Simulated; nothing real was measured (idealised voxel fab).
The following process module bears the name voxel gate over fins.
Each square cell in cross-section cut measures 5 nm, and the section as a whole is 255 nm wide.
Square cells in a grid make up a cross-section in this document, and the grid is given as bands, listed from the top down, each one or more rows of cells.
In this notation a band is specified by the heights of its top and bottom, in that order and in nm, after which its materials appear from left to right, each paired with its width in nm. The word "all across" attached to a single material means that material fills the band from edge to edge; the word "blank" stands for empty space.
Heights are reckoned from 0. Under this level, the received wafer is all of one material. The bottommost band is open-ended downward, for example "0 down".
The width entry "30->40" should be interpreted row by row: the top row of cells in the band takes the first number, the bottom row takes the second number, and the change between adjacent rows is uniform throughout.
"no change" for a step: no cell of the cross-section changed in that step.
Basically, "Internal closed voids" tells you about the enclosed voids: empty spaces with no open way to the top, 8 cells or bigger, each written width x height at distance, where distance is from the left edge, all in nm.
The remark found on a step's line after its settings is issued by the simulator itself and pertains to that step.
The optional step-line setting "overlay nm" applies to steps with a mask and quantifies how far to the right of its planned location the mask lay, a negative value indicating leftward placement.
Each pair below shows a cross-section before one step and the cross-section after it, down to the lowest band that changed. The line under each pair gives the step between them, with its settings. The pairs can come from different runs of this module on the same starting wafer, so a pair continues from the pair above only where its "Ex-ante state" says so.
Ex-ante state:
  15 to 10  60 of blank, 35 of TiAl, 15 of blank, 35 of TiAl, 15 of blank, 35 of TiAl, 60 of blank
  10 to 5  60 of blank, 5 of TiAl, 25 of TiN, 5 of TiAl, 15 of blank, 5 of TiAl, 25 of TiN, 5 of TiAl, 15 of blank, 5 of TiAl, 25 of TiN, 5 of TiAl, 60 of blank
  5 to 0  60 of blank, 5 of TiAl, 5 of TiN, 15 of HfO2, 5 of TiN, 5 of TiAl, 15 of blank, 5 of TiAl, 5 of TiN, 15 of HfO2, 5 of TiN, 5 of TiAl, 15 of blank, 5 of TiAl, 5 of TiN, 15 of HfO2, 5 of TiN, 5 of TiAl, 60 of blank
  0 to -5  60 of blank, 5 of TiAl, 5 of TiN, 5 of HfO2, 5 of Si, 5 of HfO2, 5 of TiN, 5 of TiAl, 15 of blank, 5 of TiAl, 5 of TiN, 5 of HfO2, 5 of Si, 5 of HfO2, 5 of TiN, 5 of TiAl, 15 of blank, 5 of TiAl, 5 of TiN, 5 of HfO2, 5 of Si, 5 of HfO2, 5 of TiN, 5 of TiAl, 60 of blank
  -5 to -10  60 of blank, 5 of TiAl, 5 of TiN, 5 of HfO2, 5 of Si, 5 of HfO2, 5 of TiN, 25 of TiAl, 5 of TiN, 5 of HfO2, 5 of Si, 5 of HfO2, 5 of TiN, 5 of TiAl, 15 of blank, 5 of TiAl, 5 of TiN, 5 of HfO2, 5 of Si, 5 of HfO2, 5 of TiN, 5 of TiAl, 60 of blank
  -10 to -15  65 of TiAl, 5 of TiN, 5 of HfO2, 5 of Si, 5 of HfO2, 35 of TiN, 5 of HfO2, 5 of Si, 5 of HfO2, 5 of TiN, 25 of TiAl, 5 of TiN, 5 of HfO2, 5 of Si, 5 of HfO2, 5 of TiN, 65 of TiAl
  -15 to -20  70 of TiN, 5 of HfO2, 5 of Si, 5 of HfO2, 5 of TiN, 25 of HfO2, 5 of TiN, 5 of HfO2, 5 of Si, 5 of HfO2, 35 of TiN, 5 of HfO2, 5 of Si, 5 of HfO2, 70 of TiN
  -20 to -25  75 of HfO2, 5 of Si, 15 of HfO2, 5 of TiN, 5 of Ru, 5 of TiN, 15 of HfO2, 5 of Si, 45 of HfO2, 5 of Si, 75 of HfO2
  -25 to -30  75 of SiO2, 5 of Si, 15 of SiO2, 5 of TiN, 5 of Ru, 5 of TiN, 15 of SiO2, 5 of Si, 45 of SiO2, 5 of Si, 75 of SiO2
  -30 to -35  75 of SiO2, 5 of Si, 15 of SiO2, 15 of TiN, 15 of SiO2, 5 of Si, 45 of SiO2, 5 of Si, 75 of SiO2
  -35 to -45  75 of SiO2, 5 of Si, 45 of SiO2, 5 of Si, 45 of SiO2, 5 of Si, 75 of SiO2
  -45 down  Si all across
  Internal closed voids: none
After the Step:
  20 to 15  55 of blank, 45 of TiN, 5 of blank, 45 of TiN, 5 of blank, 45 of TiN, 55 of blank
  15 to 10  55 of blank, 5 of TiN, 35 of TiAl, 5 of TiN, 5 of blank, 5 of TiN, 35 of TiAl, 5 of TiN, 5 of blank, 5 of TiN, 35 of TiAl, 5 of TiN, 55 of blank
  10 to 5  55 of blank, 5 of TiN, 5 of TiAl, 25 of TiN, 5 of TiAl, 5 of TiN, 5 of blank, 5 of TiN, 5 of TiAl, 25 of TiN, 5 of TiAl, 5 of TiN, 5 of blank, 5 of TiN, 5 of TiAl, 25 of TiN, 5 of TiAl, 5 of TiN, 55 of blank
  5 to 0  55 of blank, 5 of TiN, 5 of TiAl, 5 of TiN, 15 of HfO2, 5 of TiN, 5 of TiAl, 5 of TiN, 5 of blank, 5 of TiN, 5 of TiAl, 5 of TiN, 15 of HfO2, 5 of TiN, 5 of TiAl, 5 of TiN, 5 of blank, 5 of TiN, 5 of TiAl, 5 of TiN, 15 of HfO2, 5 of TiN, 5 of TiAl, 5 of TiN, 55 of blank
  0 to -5  55 of blank, 5 of TiN, 5 of TiAl, 5 of TiN, 5 of HfO2, 5 of Si, 5 of HfO2, 5 of TiN, 5 of TiAl, 15 of TiN, 5 of TiAl, 5 of TiN, 5 of HfO2, 5 of Si, 5 of HfO2, 5 of TiN, 5 of TiAl, 5 of TiN, 5 of blank, 5 of TiN, 5 of TiAl, 5 of TiN, 5 of HfO2, 5 of Si, 5 of HfO2, 5 of TiN, 5 of TiAl, 5 of TiN, 55 of blank
  -5 to -10  60 of TiN, 5 of TiAl, 5 of TiN, 5 of HfO2, 5 of Si, 5 of HfO2, 5 of TiN, 25 of TiAl, 5 of TiN, 5 of HfO2, 5 of Si, 5 of HfO2, 5 of TiN, 5 of TiAl, 15 of TiN, 5 of TiAl, 5 of TiN, 5 of HfO2, 5 of Si, 5 of HfO2, 5 of TiN, 5 of TiAl, 60 of TiN
  Everything below -10 is unchanged.
  Internal closed voids: none
The structure shown above changes from one cross-section to the other through CONFORMAL_DEP [material TiN] [thk nm 5]
Ex-ante state: Reference is made to the cross-section shown after the step in the pair directly above, which represents the state prior to this step.
After the Step:
  30 to 20  W all across
  20 to 15  55 of W, 45 of TiN, 5 of W, 45 of TiN, 5 of W, 45 of TiN, 55 of W
  15 to 10  55 of W, 5 of TiN, 35 of TiAl, 5 of TiN, 5 of W, 5 of TiN, 35 of TiAl, 5 of TiN, 5 of W, 5 of TiN, 35 of TiAl, 5 of TiN, 55 of W
  10 to 5  55 of W, 5 of TiN, 5 of TiAl, 25 of TiN, 5 of TiAl, 5 of TiN, 5 of W, 5 of TiN, 5 of TiAl, 25 of TiN, 5 of TiAl, 5 of TiN, 5 of W, 5 of TiN, 5 of TiAl, 25 of TiN, 5 of TiAl, 5 of TiN, 55 of W
  5 to 0  55 of W, 5 of TiN, 5 of TiAl, 5 of TiN, 15 of HfO2, 5 of TiN, 5 of TiAl, 5 of TiN, 5 of W, 5 of TiN, 5 of TiAl, 5 of TiN, 15 of HfO2, 5 of TiN, 5 of TiAl, 5 of TiN, 5 of W, 5 of TiN, 5 of TiAl, 5 of TiN, 15 of HfO2, 5 of TiN, 5 of TiAl, 5 of TiN, 55 of W
  0 to -5  55 of W, 5 of TiN, 5 of TiAl, 5 of TiN, 5 of HfO2, 5 of Si, 5 of HfO2, 5 of TiN, 5 of TiAl, 15 of TiN, 5 of TiAl, 5 of TiN, 5 of HfO2, 5 of Si, 5 of HfO2, 5 of TiN, 5 of TiAl, 5 of TiN, 5 of W, 5 of TiN, 5 of TiAl, 5 of TiN, 5 of HfO2, 5 of Si, 5 of HfO2, 5 of TiN, 5 of TiAl, 5 of TiN, 55 of W
  Everything below -5 is unchanged.
  Internal closed voids: none
The structure shown above changes from one cross-section to the other through FILL_DEP [material W] [thk nm 10]
Ex-ante state: Reference is made to the cross-section shown after the step in the pair directly above, which represents the state prior to this step.
After the Step:
  25 to 20  W all across
  Everything below 20 is unchanged.
  Internal closed voids: none
The structure shown above changes from one cross-section to the other through CMP [height nm 25]
Ex-ante state: Reference is made to the cross-section shown after the step in the pair directly above, which represents the state prior to this step.
After the Step:
  30 to 25  SiN all across
  Everything below 25 is unchanged.
  Internal closed voids: none
The structure shown above changes from one cross-section to the other through CONFORMAL_DEP [material SiN] [thk nm 5]
Ex-ante state:
  5 to 0  70 of SiO2, 15 of SiN, 35 of SiO2, 15 of SiN, 35 of SiO2, 15 of SiN, 70 of SiO2
  0 to -20  75 of SiO2, 5 of Si, 45 of SiO2, 5 of Si, 45 of SiO2, 5 of Si, 75 of SiO2
  -20 to -30  75 of SiO2, 5 of Si, 15 of SiO2, 5 of TiN, 5 of Ru, 5 of TiN, 15 of SiO2, 5 of Si, 45 of SiO2, 5 of Si, 75 of SiO2
  -30 to -35  75 of SiO2, 5 of Si, 15 of SiO2, 15 of TiN, 15 of SiO2, 5 of Si, 45 of SiO2, 5 of Si, 75 of SiO2
  -35 to -45  75 of SiO2, 5 of Si, 45 of SiO2, 5 of Si, 45 of SiO2, 5 of Si, 75 of SiO2
  -45 down  Si all across
  Internal closed voids: none
After the Step:
  5 to 0  70 of SiO2, 15 of blank, 35 of SiO2, 15 of blank, 35 of SiO2, 15 of blank, 70 of SiO2
  Everything below 0 is unchanged.
  Internal closed voids: none
The structure shown above changes from one cross-section to the other through STRIP [etch materials SiN]
Ex-ante state: Reference is made to the cross-section shown after the step in the pair directly above, which represents the state prior to this step.
After the Step:
  0 to -10  75 of blank, 5 of Si, 45 of blank, 5 of Si, 45 of blank, 5 of Si, 75 of blank
  -10 to -15  55 of SiO2, 20 of blank, 5 of Si, 20 of blank, 5 of SiO2, 20 of blank, 5 of Si, 20 of blank, 5 of SiO2, 20 of blank, 5 of Si, 20 of blank, 55 of SiO2
  Everything below -15 is unchanged.
  Internal closed voids: none
The structure shown above changes from one cross-section to the other through SELECTIVE_ETCH [etch materials SiO2] [depth nm 15]
Ex-ante state: Reference is made to the cross-section shown after the step in the pair directly above, which represents the state prior to this step.
After the Step:
  5 to 0  70 of blank, 15 of HfO2, 35 of blank, 15 of HfO2, 35 of blank, 15 of HfO2, 70 of blank
  0 to -5  70 of blank, 5 of HfO2, 5 of Si, 5 of HfO2, 35 of blank, 5 of HfO2, 5 of Si, 5 of HfO2, 35 of blank, 5 of HfO2, 5 of Si, 5 of HfO2, 70 of blank
  -5 to -10  60 of HfO2, 10 of blank, 5 of HfO2, 5 of Si, 5 of HfO2, 10 of blank, 15 of HfO2, 10 of blank, 5 of HfO2, 5 of Si, 5 of HfO2, 10 of blank, 15 of HfO2, 10 of blank, 5 of HfO2, 5 of Si, 5 of HfO2, 10 of blank, 60 of HfO2
  -10 to -15  55 of SiO2, 20 of HfO2, 5 of Si, 20 of HfO2, 5 of SiO2, 20 of HfO2, 5 of Si, 20 of HfO2, 5 of SiO2, 20 of HfO2, 5 of Si, 20 of HfO2, 55 of SiO2
  Everything below -15 is unchanged.
  Internal closed voids: none
The structure shown above changes from one cross-section to the other through CONFORMAL_DEP [material HfO2] [thk nm 5]
Ex-ante state: Reference is made to the cross-section shown after the step in the pair directly above, which represents the state prior to this step.
After the Step:
  10 to 5  65 of blank, 25 of TiN, 25 of blank, 25 of TiN, 25 of blank, 25 of TiN, 65 of blank
  5 to 0  65 of blank, 5 of TiN, 15 of HfO2, 5 of TiN, 25 of blank, 5 of TiN, 15 of HfO2, 5 of TiN, 25 of blank, 5 of TiN, 15 of HfO2, 5 of TiN, 65 of blank
  0 to -5  70 of TiN, 5 of HfO2, 5 of Si, 5 of HfO2, 35 of TiN, 5 of HfO2, 5 of Si, 5 of HfO2, 35 of TiN, 5 of HfO2, 5 of Si, 5 of HfO2, 70 of TiN
  -5 to -10  60 of HfO2, 10 of TiN, 5 of HfO2, 5 of Si, 5 of HfO2, 10 of TiN, 15 of HfO2, 10 of TiN, 5 of HfO2, 5 of Si, 5 of HfO2, 10 of TiN, 15 of HfO2, 10 of TiN, 5 of HfO2, 5 of Si, 5 of HfO2, 10 of TiN, 60 of HfO2
  Everything below -10 is unchanged.
  Internal closed voids: none
The structure shown above changes from one cross-section to the other through CONFORMAL_DEP [material TiN] [thk nm 5]
Ex-ante state: Reference is made to the cross-section shown after the step in the pair directly above, which represents the state prior to this step.
After the Step:
  15 to 10  60 of blank, 35 of TiAl, 15 of blank, 35 of TiAl, 15 of blank, 35 of TiAl, 60 of blank
  10 to 5  60 of blank, 5 of TiAl, 25 of TiN, 5 of TiAl, 15 of blank, 5 of TiAl, 25 of TiN, 5 of TiAl, 15 of blank, 5 of TiAl, 25 of TiN, 5 of TiAl, 60 of blank
  5 to 0  65 of TiAl, 5 of TiN, 15 of HfO2, 5 of TiN, 25 of TiAl, 5 of TiN, 15 of HfO2, 5 of TiN, 25 of TiAl, 5 of TiN, 15 of HfO2, 5 of TiN, 65 of TiAl
  Everything below 0 is unchanged.
  Internal closed voids: none
The structure shown above changes from one cross-section to the other through CONFORMAL_DEP [material TiAl] [thk nm 5]
Ex-ante state: Reference is made to the cross-section shown after the step in the pair directly above, which represents the state prior to this step.
After the Step:
  20 to 15  55 of blank, 45 of TiN, 5 of blank, 45 of TiN, 5 of blank, 45 of TiN, 55 of blank
  15 to 10  55 of blank, 5 of TiN, 35 of TiAl, 5 of TiN, 5 of blank, 5 of TiN, 35 of TiAl, 5 of TiN, 5 of blank, 5 of TiN, 35 of TiAl, 5 of TiN, 55 of blank
  10 to 5  60 of TiN, 5 of TiAl, 25 of TiN, 5 of TiAl, 15 of TiN, 5 of TiAl, 25 of TiN, 5 of TiAl, 15 of TiN, 5 of TiAl, 25 of TiN, 5 of TiAl, 60 of TiN
  Everything below 5 is unchanged.
  Internal closed voids: none
The structure shown above changes from one cross-section to the other through CONFORMAL_DEP [material TiN] [thk nm 5]
Ex-ante state: Reference is made to the cross-section shown after the step in the pair directly above, which represents the state prior to this step.
After the Step:
  30 to 20  W all across
  20 to 15  55 of W, 45 of TiN, 5 of W, 45 of TiN, 5 of W, 45 of TiN, 55 of W
  15 to 10  55 of W, 5 of TiN, 35 of TiAl, 5 of TiN, 5 of W, 5 of TiN, 35 of TiAl, 5 of TiN, 5 of W, 5 of TiN, 35 of TiAl, 5 of TiN, 55 of W
  Everything below 10 is unchanged.
  Internal closed voids: none
The structure shown above changes from one cross-section to the other through FILL_DEP [material W] [thk nm 10]
Ex-ante state: Reference is made to the cross-section shown after the step in the pair directly above, which represents the state prior to this step.
After the Step:
  25 to 20  W all across
  Everything below 20 is unchanged.
  Internal closed voids: none
The structure shown above changes from one cross-section to the other through CMP [height nm 25]
Ex-ante state: Reference is made to the cross-section shown after the step in the pair directly above, which represents the state prior to this step.
After the Step:
  30 to 25  SiN all across
  Everything below 25 is unchanged.
  Internal closed voids: none
The structure shown above changes from one cross-section to the other through CONFORMAL_DEP [material SiN] [thk nm 5]
Ex-ante state:
  5 to 0  70 of SiO2, 15 of SiN, 35 of SiO2, 15 of SiN, 35 of SiO2, 15 of SiN, 70 of SiO2
  0 to -20  75 of SiO2, 5 of Si, 45 of SiO2, 5 of Si, 45 of SiO2, 5 of Si, 75 of SiO2
  -20 to -30  75 of SiO2, 5 of Si, 15 of SiO2, 5 of TiN, 5 of Ru, 5 of TiN, 15 of SiO2, 5 of Si, 45 of SiO2, 5 of Si, 75 of SiO2
  -30 to -35  75 of SiO2, 5 of Si, 15 of SiO2, 15 of TiN, 15 of SiO2, 5 of Si, 45 of SiO2, 5 of Si, 75 of SiO2
  -35 to -45  75 of SiO2, 5 of Si, 45 of SiO2, 5 of Si, 45 of SiO2, 5 of Si, 75 of SiO2
  -45 down  Si all across
  Internal closed voids: none
After the Step:
  5 to 0  70 of blank, 15 of SiN, 35 of blank, 15 of SiN, 35 of blank, 15 of SiN, 70 of blank
  Everything below 0 is unchanged.
  Internal closed voids: none
The structure shown above changes from one cross-section to the other through SELECTIVE_ETCH [etch materials SiO2] [depth nm 5]
Ex-ante state: Reference is made to the cross-section shown after the step in the pair directly above, which represents the state prior to this step.
After the Step:
  0 to -20  75 of SiO2, 5 of Si, 45 of SiO2, 5 of Si, 45 of SiO2, 5 of Si, 75 of SiO2
  Everything below -20 is unchanged.
  Internal closed voids: none
The structure shown above changes from one cross-section to the other through STRIP [etch materials SiN]
Ex-ante state: Reference is made to the cross-section shown after the step in the pair directly above, which represents the state prior to this step.
After the Step:
  5 to 0  HfO2 all across
  Everything below 0 is unchanged.
  Internal closed voids: none
The structure shown above changes from one cross-section to the other through CONFORMAL_DEP [material HfO2] [thk nm 5]
Ex-ante state: Reference is made to the cross-section shown after the step in the pair directly above, which represents the state prior to this step.
After the Step:
  10 to 5  TiN all across
  Everything below 5 is unchanged.
  Internal closed voids: none
The structure shown above changes from one cross-section to the other through CONFORMAL_DEP [material TiN] [thk nm 5]
Ex-ante state: Reference is made to the cross-section shown after the step in the pair directly above, which represents the state prior to this step.
After the Step:
  15 to 10  TiAl all across
  Everything below 10 is unchanged.
  Internal closed voids: none
The structure shown above changes from one cross-section to the other through CONFORMAL_DEP [material TiAl] [thk nm 5]
Ex-ante state: Reference is made to the cross-section shown after the step in the pair directly above, which represents the state prior to this step.
After the Step:
  20 to 15  TiN all across
  Everything below 15 is unchanged.
  Internal closed voids: none
The structure shown above changes from one cross-section to the other through CONFORMAL_DEP [material TiN] [thk nm 5]
Ex-ante state: Reference is made to the cross-section shown after the step in the pair directly above, which represents the state prior to this step.
After the Step:
  30 to 20  W all across
  Everything below 20 is unchanged.
  Internal closed voids: none
The structure shown above changes from one cross-section to the other through FILL_DEP [material W] [thk nm 10]
Ex-ante state: Reference is made to the cross-section shown after the step in the pair directly above, which represents the state prior to this step.
After the Step:
  25 to 20  W all across
  Everything below 20 is unchanged.
  Internal closed voids: none
The structure shown above changes from one cross-section to the other through CMP [height nm 25]
Ex-ante state: Reference is made to the cross-section shown after the step in the pair directly above, which represents the state prior to this step.
After the Step:
  30 to 25  SiN all across
  Everything below 25 is unchanged.
  Internal closed voids: none
The structure shown above changes from one cross-section to the other through CONFORMAL_DEP [material SiN] [thk nm 5]
Ex-ante state:
  20 to 5  aC all across
  5 to 0  SiN all across
  0 down  Si all across
  Internal closed voids: none
After the Step:
  50 to 20  65 of blank, 25 of resist, 25 of blank, 25 of resist, 25 of blank, 25 of resist, 65 of blank
  Everything below 20 is unchanged.
  Internal closed voids: none
The structure shown above changes from one cross-section to the other through PATTERN [tone cover] [mask id FINS] [material resist] [width nm 25] [pitch nm 50] [thk nm 30] [overlay nm 0]
Ex-ante state: Reference is made to the cross-section shown after the step in the pair directly above, which represents the state prior to this step.
After the Step:
  35 to 20  65 of blank, 25 of resist, 25 of blank, 25 of resist, 25 of blank, 25 of resist, 65 of blank
  20 to 5  65 of blank, 25 of aC, 25 of blank, 25 of aC, 25 of blank, 25 of aC, 65 of blank
  Everything below 5 is unchanged.
  Internal closed voids: none
The structure shown above changes from one cross-section to the other through DIRECTIONAL_ETCH [etch materials aC] [depth nm 15]
Ex-ante state: Reference is made to the cross-section shown after the step in the pair directly above, which represents the state prior to this step.
After the Step:
  20 to 5  65 of blank, 25 of aC, 25 of blank, 25 of aC, 25 of blank, 25 of aC, 65 of blank
  Everything below 5 is unchanged.
  Internal closed voids: none
The structure shown above changes from one cross-section to the other through STRIP [etch materials resist]
Ex-ante state: Reference is made to the cross-section shown after the step in the pair directly above, which represents the state prior to this step.
After the Step:
  20 to 5  65 of blank, 25 of aC, 25 of blank, 25 of aC, 25 of blank, 25 of aC, 65 of blank
  5 to 0  65 of blank, 25 of SiN, 25 of blank, 25 of SiN, 25 of blank, 25 of SiN, 65 of blank
  Everything below 0 is unchanged.
  Internal closed voids: none
The structure shown above changes from one cross-section to the other through DIRECTIONAL_ETCH [etch materials SiN] [depth nm 5]
Ex-ante state: Reference is made to the cross-section shown after the step in the pair directly above, which represents the state prior to this step.
After the Step:
  20 to 5  65 of blank, 25 of aC, 25 of blank, 25 of aC, 25 of blank, 25 of aC, 65 of blank
  5 to 0  65 of blank, 25 of SiN, 25 of blank, 25 of SiN, 25 of blank, 25 of SiN, 65 of blank
  0 to -40  65 of blank, 25 of Si, 25 of blank, 25 of Si, 25 of blank, 25 of Si, 65 of blank
  Everything below -40 is unchanged.
  Internal closed voids: none
The structure shown above changes from one cross-section to the other through DIRECTIONAL_ETCH [etch materials Si] [depth nm 40]
Ex-ante state: Reference is made to the cross-section shown after the step in the pair directly above, which represents the state prior to this step.
After the Step:
  5 to 0  65 of blank, 25 of SiN, 25 of blank, 25 of SiN, 25 of blank, 25 of SiN, 65 of blank
  Everything below 0 is unchanged.
  Internal closed voids: none
The structure shown above changes from one cross-section to the other through STRIP [etch materials aC]
Ex-ante state: Reference is made to the cross-section shown after the step in the pair directly above, which represents the state prior to this step.
After the Step:
  5 to 0  65 of blank, 25 of SiN, 25 of blank, 25 of SiN, 25 of blank, 25 of SiN, 65 of blank
  0 to -40  65 of blank, 5 of SiO2, 15 of Si, 5 of SiO2, 25 of blank, 5 of SiO2, 15 of Si, 5 of SiO2, 25 of blank, 5 of SiO2, 15 of Si, 5 of SiO2, 65 of blank
  -40 to -45  70 of SiO2, 15 of Si, 35 of SiO2, 15 of Si, 35 of SiO2, 15 of Si, 70 of SiO2
  Everything below -45 is unchanged.
  Internal closed voids: none
The structure shown above changes from one cross-section to the other through OXIDIZE [depth nm 5]
Ex-ante state: Reference is made to the cross-section shown after the step in the pair directly above, which represents the state prior to this step.
After the Step:
  20 to 5  SiO2 all across
  5 to 0  65 of SiO2, 25 of SiN, 25 of SiO2, 25 of SiN, 25 of SiO2, 25 of SiN, 65 of SiO2
  0 to -45  70 of SiO2, 15 of Si, 35 of SiO2, 15 of Si, 35 of SiO2, 15 of Si, 70 of SiO2
  Everything below -45 is unchanged.
  Internal closed voids: none
The structure shown above changes from one cross-section to the other through FILL_DEP [material SiO2] [thk nm 15]
Ex-ante state: Reference is made to the cross-section shown after the step in the pair directly above, which represents the state prior to this step.
After the Step:
  5 to 0  65 of SiO2, 25 of SiN, 25 of SiO2, 25 of SiN, 25 of SiO2, 25 of SiN, 65 of SiO2
  Everything below 0 is unchanged.
  Internal closed voids: none
The structure shown above changes from one cross-section to the other through CMP [height nm 5]
Ex-ante state: Reference is made to the cross-section shown after the step in the pair directly above, which represents the state prior to this step.
After the Step:
  20 to 5  95 of resist, 15 of blank, 145 of resist
  Everything below 5 is unchanged.
  Internal closed voids: none
The structure shown above changes from one cross-section to the other through PATTERN [tone open] [mask id RAIL] [material resist] [width nm 15] [thk nm 15] [overlay nm 0]
Ex-ante state: Reference is made to the cross-section shown after the step in the pair directly above, which represents the state prior to this step.
After the Step:
  20 to 5  95 of resist, 15 of blank, 145 of resist
  5 to 0  65 of SiO2, 25 of SiN, 5 of SiO2, 15 of blank, 5 of SiO2, 25 of SiN, 25 of SiO2, 25 of SiN, 65 of SiO2
  0 to -35  70 of SiO2, 15 of Si, 10 of SiO2, 15 of blank, 10 of SiO2, 15 of Si, 35 of SiO2, 15 of Si, 70 of SiO2
  Everything below -35 is unchanged.
  Internal closed voids: none
The structure shown above changes from one cross-section to the other through DIRECTIONAL_ETCH [etch materials SiO2] [depth nm 40]
Ex-ante state: Reference is made to the cross-section shown after the step in the pair directly above, which represents the state prior to this step.
After the Step:
  5 to 0  65 of SiO2, 25 of SiN, 5 of SiO2, 15 of blank, 5 of SiO2, 25 of SiN, 25 of SiO2, 25 of SiN, 65 of SiO2
  Everything below 0 is unchanged.
  Internal closed voids: none
The structure shown above changes from one cross-section to the other through STRIP [etch materials resist]
Ex-ante state: Reference is made to the cross-section shown after the step in the pair directly above, which represents the state prior to this step.
After the Step:
  10 to 5  100 of TiN, 5 of blank, 150 of TiN
  5 to 0  65 of SiO2, 25 of SiN, 5 of SiO2, 5 of TiN, 5 of blank, 5 of TiN, 5 of SiO2, 25 of SiN, 25 of SiO2, 25 of SiN, 65 of SiO2
  0 to -30  70 of SiO2, 15 of Si, 10 of SiO2, 5 of TiN, 5 of blank, 5 of TiN, 10 of SiO2, 15 of Si, 35 of SiO2, 15 of Si, 70 of SiO2
  -30 to -35  70 of SiO2, 15 of Si, 10 of SiO2, 15 of TiN, 10 of SiO2, 15 of Si, 35 of SiO2, 15 of Si, 70 of SiO2
  Everything below -35 is unchanged.
  Internal closed voids: none
The structure shown above changes from one cross-section to the other through CONFORMAL_DEP [material TiN] [thk nm 5]
Ex-ante state: Reference is made to the cross-section shown after the step in the pair directly above, which represents the state prior to this step.
After the Step:
  20 to 10  Ru all across
  10 to 5  100 of TiN, 5 of Ru, 150 of TiN
  5 to 0  65 of SiO2, 25 of SiN, 5 of SiO2, 5 of TiN, 5 of Ru, 5 of TiN, 5 of SiO2, 25 of SiN, 25 of SiO2, 25 of SiN, 65 of SiO2
  0 to -30  70 of SiO2, 15 of Si, 10 of SiO2, 5 of TiN, 5 of Ru, 5 of TiN, 10 of SiO2, 15 of Si, 35 of SiO2, 15 of Si, 70 of SiO2
  Everything below -30 is unchanged.
  Internal closed voids: none
The structure shown above changes from one cross-section to the other through FILL_DEP [material Ru] [thk nm 10]
Ex-ante state: Reference is made to the cross-section shown after the step in the pair directly above, which represents the state prior to this step.
After the Step:
  5 to 0  65 of SiO2, 25 of SiN, 5 of SiO2, 5 of TiN, 5 of Ru, 5 of TiN, 5 of SiO2, 25 of SiN, 25 of SiO2, 25 of SiN, 65 of SiO2
  Everything below 0 is unchanged.
  Internal closed voids: none
The structure shown above changes from one cross-section to the other through CMP [height nm 5]
Ex-ante state: Reference is made to the cross-section shown after the step in the pair directly above, which represents the state prior to this step.
After the Step:
  5 to 0  65 of SiO2, 25 of SiN, 5 of SiO2, 15 of blank, 5 of SiO2, 25 of SiN, 25 of SiO2, 25 of SiN, 65 of SiO2
  0 to -20  70 of SiO2, 15 of Si, 10 of SiO2, 15 of blank, 10 of SiO2, 15 of Si, 35 of SiO2, 15 of Si, 70 of SiO2
  Everything below -20 is unchanged.
  Internal closed voids: none
The structure shown above changes from one cross-section to the other through SELECTIVE_ETCH [etch materials W Ru TiN] [depth nm 25]
Ex-ante state: Reference is made to the cross-section shown after the step in the pair directly above, which represents the state prior to this step.
After the Step:
  10 to 5  SiO2 all across
  5 to 0  65 of SiO2, 25 of SiN, 25 of SiO2, 25 of SiN, 25 of SiO2, 25 of SiN, 65 of SiO2
  0 to -20  70 of SiO2, 15 of Si, 35 of SiO2, 15 of Si, 35 of SiO2, 15 of Si, 70 of SiO2
  Everything below -20 is unchanged.
  Internal closed voids: none
The structure shown above changes from one cross-section to the other through FILL_DEP [material SiO2] [thk nm 5]
Ex-ante state: Reference is made to the cross-section shown after the step in the pair directly above, which represents the state prior to this step.
After the Step:
  5 to 0  65 of SiO2, 25 of SiN, 25 of SiO2, 25 of SiN, 25 of SiO2, 25 of SiN, 65 of SiO2
  Everything below 0 is unchanged.
  Internal closed voids: none
The structure shown above changes from one cross-section to the other through CMP [height nm 5]
Ex-ante state: Reference is made to the cross-section shown after the step in the pair directly above, which represents the state prior to this step.
After the Step:
  5 to 0  65 of blank, 25 of SiN, 25 of blank, 25 of SiN, 25 of blank, 25 of SiN, 65 of blank
  0 to -10  70 of blank, 15 of Si, 35 of blank, 15 of Si, 35 of blank, 15 of Si, 70 of blank
  Everything below -10 is unchanged.
  Internal closed voids: none
The structure shown above changes from one cross-section to the other through SELECTIVE_ETCH [etch materials SiO2] [depth nm 15]
Ex-ante state: Reference is made to the cross-section shown after the step in the pair directly above, which represents the state prior to this step.
After the Step:
  0 to -10  70 of blank, 15 of Si, 35 of blank, 15 of Si, 35 of blank, 15 of Si, 70 of blank
  Everything below -10 is unchanged.
  Internal closed voids: none
The structure shown above changes from one cross-section to the other through STRIP [etch materials SiN]
Ex-ante state: Reference is made to the cross-section shown after the step in the pair directly above, which represents the state prior to this step.
After the Step:
  5 to 0  65 of blank, 25 of HfO2, 25 of blank, 25 of HfO2, 25 of blank, 25 of HfO2, 65 of blank
  0 to -5  65 of blank, 5 of HfO2, 15 of Si, 5 of HfO2, 25 of blank, 5 of HfO2, 15 of Si, 5 of HfO2, 25 of blank, 5 of HfO2, 15 of Si, 5 of HfO2, 65 of blank
  -5 to -10  70 of HfO2, 15 of Si, 35 of HfO2, 15 of Si, 35 of HfO2, 15 of Si, 70 of HfO2
  Everything below -10 is unchanged.
  Internal closed voids: none
The structure shown above changes from one cross-section to the other through CONFORMAL_DEP [material HfO2] [thk nm 5]
Ex-ante state: Reference is made to the cross-section shown after the step in the pair directly above, which represents the state prior to this step.
After the Step:
  10 to 5  60 of blank, 35 of TiN, 15 of blank, 35 of TiN, 15 of blank, 35 of TiN, 60 of blank
  5 to 0  60 of blank, 5 of TiN, 25 of HfO2, 5 of TiN, 15 of blank, 5 of TiN, 25 of HfO2, 5 of TiN, 15 of blank, 5 of TiN, 25 of HfO2, 5 of TiN, 60 of blank
  0 to -5  65 of TiN, 5 of HfO2, 15 of Si, 5 of HfO2, 25 of TiN, 5 of HfO2, 15 of Si, 5 of HfO2, 25 of TiN, 5 of HfO2, 15 of Si, 5 of HfO2, 65 of TiN
  Everything below -5 is unchanged.
  Internal closed voids: none
The structure shown above changes from one cross-section to the other through CONFORMAL_DEP [material TiN] [thk nm 5]
Ex-ante state: Reference is made to the cross-section shown after the step in the pair directly above, which represents the state prior to this step.
After the Step:
  15 to 10  55 of blank, 45 of TiAl, 5 of blank, 45 of TiAl, 5 of blank, 45 of TiAl, 55 of blank
  10 to 5  55 of blank, 5 of TiAl, 35 of TiN, 5 of TiAl, 5 of blank, 5 of TiAl, 35 of TiN, 5 of TiAl, 5 of blank, 5 of TiAl, 35 of TiN, 5 of TiAl, 55 of blank
  5 to 0  60 of TiAl, 5 of TiN, 25 of HfO2, 5 of TiN, 15 of TiAl, 5 of TiN, 25 of HfO2, 5 of TiN, 15 of TiAl, 5 of TiN, 25 of HfO2, 5 of TiN, 60 of TiAl
  Everything below 0 is unchanged.
  Internal closed voids: none
The structure shown above changes from one cross-section to the other through CONFORMAL_DEP [material TiAl] [thk nm 5]
